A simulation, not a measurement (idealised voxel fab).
Process module in this document: voxel wiring stack
Cross-section cut: width 210 nm, square cells of 5 nm.
How to read a cross-section here: the picture is a grid of square cells, written as bands going from the top down, and any band can span one or more rows of cells. For a band, the entry starts with two heights in nm, that of the top and then that of the bottom, and carries on with the band's materials in order from left to right, each alongside its width in nm; the word "edge to edge" beside a single material means it fills the band edge to edge, and "blank" means empty space. All heights in this document are referenced to 0, defined as the level beneath which the wafer, as received, consists entirely of one material. The lowest band is not bounded below; it extends indefinitely downward and is written in the form "0..down". The two numbers in a width such as "30..40" mark its ends across the band: the first belongs to the top row of cells, the second to the bottom row, and from each row to the next the width moves by the same amount. No cell of the cross-section changed in a step that is given as "no modifications". Closed-off voids of 8+ cells (no open route to the top) go in "Closed void listing", written width x height at distance from the left edge, in nm. On each step's line, the part that comes after the settings is the simulator's own comment on the step. overlay nm: how far to the right of its planned place the mask lay on this masked step (negative: to the left).
Planned process steps:
1: RECEIVE with material Si
2: CONFORMAL_DEP with material SiO2, thk nm 10
3: CONFORMAL_DEP with material SiN, thk nm 5
4: DIRECTIONAL_DEP with material lowk, thk nm 25
5: DIRECTIONAL_DEP with material aC, thk nm 15
6: PATTERN with tone open, mask id METAL_1, material resist, width nm 30, pitch nm 45, thk nm 30, overlay nm 0
7: DIRECTIONAL_ETCH with etch materials aC, depth nm 15
8: STRIP with etch materials resist
9: DIRECTIONAL_ETCH with etch materials lowk, depth nm 25
10: DIRECTIONAL_ETCH with etch materials SiN, depth nm 5
11: STRIP with etch materials aC
12: CONFORMAL_DEP with material TiN, thk nm 5
13: FILL_DEP with material Cu, thk nm 5
14: CMP with height nm 40
15: CONFORMAL_DEP with material SiCN, thk nm 5
16: DIRECTIONAL_DEP with material lowk, thk nm 35
17: DIRECTIONAL_DEP with material aC, thk nm 15
18: PATTERN with tone open, mask id METAL_2_HOLES, material resist, width nm 15, thk nm 35, overlay nm 0
19: DIRECTIONAL_ETCH with etch materials aC, depth nm 15
20: STRIP with etch materials resist
21: DIRECTIONAL_ETCH with etch materials lowk, depth nm 35
22: STRIP with etch materials aC
23: DIRECTIONAL_DEP with material aC, thk nm 15
24: PATTERN with tone open, mask id METAL_2, material resist, width nm 30, pitch nm 45, thk nm 30, overlay nm 0
25: DIRECTIONAL_ETCH with etch materials aC, depth nm 15
26: STRIP with etch materials resist
27: DIRECTIONAL_ETCH with etch materials lowk, depth nm 20
28: DIRECTIONAL_ETCH with etch materials SiCN, depth nm 5
29: STRIP with etch materials aC
30: CONFORMAL_DEP with material TiN, thk nm 5
31: FILL_DEP with material Cu, thk nm 5
32: CMP with height nm 80
33: CONFORMAL_DEP with material SiCN, thk nm 5
34: DIRECTIONAL_DEP with material SiO2, thk nm 15
35: MASKED_ETCH with tone open, mask id PLUG_2, width nm 15, etch materials SiO2, depth nm 15, overlay nm 0
36: MASKED_ETCH with tone open, mask id PLUG_2, width nm 15, etch materials SiCN, depth nm 5, overlay nm 0
37: EPI with material Ru, thk nm 10
38: EPI with material Ru, thk nm 10
39: CONFORMAL_DEP with material SiN, thk nm 5
40: DIRECTIONAL_DEP with material lowk, thk nm 20
41: PATTERN with tone open, mask id METAL_3, material resist, width nm 30, pitch nm 45, thk nm 20, overlay nm 0
42: DIRECTIONAL_ETCH with etch materials lowk, depth nm 20
43: DIRECTIONAL_ETCH with etch materials SiN, depth nm 5
44: STRIP with etch materials resist
45: CONFORMAL_DEP with material TiN, thk nm 5
46: FILL_DEP with material W, thk nm 5
47: CMP with height nm 125
48: CONFORMAL_DEP with material SiCN, thk nm 5
As received (post step 1): cross-section:
> 0..down | Si edge to edge
> Closed void listing: none
Here's the wafer cut in cross-section after the module, started and planned just like above, except one thing was done wrong in the run:
> 130..125 | SiCN edge to edge
> 125..115 | 65 nm lowk, then 5 nm TiN, then 20 nm W, then 5 nm TiN, then 15 nm lowk, then 5 nm TiN, then 20 nm W, then 5 nm TiN, then 70 nm lowk
> 115..110 | 50 nm lowk, then 15 nm SiN, then 30 nm TiN, then 15 nm lowk, then 5 nm TiN, then 20 nm W, then 5 nm TiN, then 70 nm lowk
> 110..105 | 50 nm lowk, then 5 nm SiN, then 35 nm Ru, then 5 nm SiN, then 15 nm lowk, then 5 nm TiN, then 20 nm W, then 5 nm TiN, then 70 nm lowk
> 105..100 | 55 nm SiN, then 35 nm Ru, then 20 nm SiN, then 30 nm TiN, then 70 nm SiN
> 100..85 | 65 nm SiO2, then 15 nm Ru, then 130 nm SiO2
> 85..80 | 65 nm SiCN, then 15 nm Ru, then 130 nm SiCN
> 80..65 | 65 nm lowk, then 5 nm TiN, then 20 nm Cu, then 5 nm TiN, then 15 nm lowk, then 5 nm TiN, then 20 nm Cu, then 5 nm TiN, then 70 nm lowk
> 65..60 | 65 nm lowk, then 5 nm TiN, then 5 nm Cu, then 20 nm TiN, then 15 nm lowk, then 30 nm TiN, then 70 nm lowk
> 60..45 | 65 nm lowk, then 5 nm TiN, then 5 nm Cu, then 5 nm TiN, then 130 nm lowk
> 45..40 | 65 nm SiCN, then 15 nm TiN, then 130 nm SiCN
> 40..15 | 65 nm lowk, then 5 nm TiN, then 20 nm Cu, then 5 nm TiN, then 15 nm lowk, then 5 nm TiN, then 20 nm Cu, then 5 nm TiN, then 70 nm lowk
> 15..10 | 65 nm SiN, then 30 nm TiN, then 15 nm SiN, then 30 nm TiN, then 70 nm SiN
> 10..0 | SiO2 edge to edge
> 0..down | Si edge to edge
> Closed void listing: none
In executing the process, a mistake was made relative to the plan: an unidentifiable one of the identical steps 37 and 38 was run twice
